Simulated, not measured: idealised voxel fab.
process module | voxel lift off
For reference, the cross-section in this document is cut, with width 300 nm and square cells of 5 nm.
This document writes a cross-section as a grid whose cells are square, and gives it as bands, listed from the top down; one or more rows of cells form a band.
A band entry consists of two parts. The first gives the height of the band's top and the height of its bottom, in nm. The rest lists the band's materials from left to right, each with its width in nm. A single material labelled with the word "everywhere" fills the band from edge to edge, and the word "empty" marks empty space.
Note: height 0 marks the level under which the wafer is uniformly one material as received. Lowest band unbounded below, written "0 nm and below".
With a width like "30..40", each row of cells in the band differs from the next by the same amount, the top row carrying the first number and the bottom row the second.
"nothing was modified" means the step left every cell of the cross-section as it was.
Enclosed voids (no open way to top), threshold 8 cells or more, entry "Fully enclosed voids", notation width x height at distance, distance from left edge, nm.
after a step's settings: what the simulator itself notes on the step
overlay nm: mask offset rightward from planned place, masked step; negative means leftward offset.

# This section lists the process steps that were planned
1,RECEIVE, material Si
2,CONFORMAL_DEP, material Al2O3, thk nm 10
3,PATTERN, tone open, mask id LINES, material resist, width nm 20, pitch nm 35, thk nm 30, overlay nm 0
4,DIRECTIONAL_DEP, material Ru, thk nm 15
5,STRIP, etch materials resist
6,CONFORMAL_DEP, material SiCN, thk nm 10

# Cross-section of the wafer as it came to us, i.e., already through step 1
    0 nm and below  Si everywhere
    Fully enclosed voids: none

# Figure: cross-sectional view of the wafer upon completion of the module, processed from the initial state and according to the plan depicted above, with one error introduced during execution
    35 nm to 25 nm  SiCN everywhere
    25 nm to 10 nm  Ru 120 nm, then SiCN 20 nm, then Ru 15 nm, then SiCN 20 nm, then Ru 125 nm
    10 nm to 0 nm  Al2O3 everywhere
    0 nm and below  Si everywhere
    Fully enclosed voids: none
Plan not followed: step 3 was not run as planned; what actually ran was PATTERN, tone cover, mask id LINES, material resist, width nm 20, pitch nm 35, thk nm 30, overlay nm 0
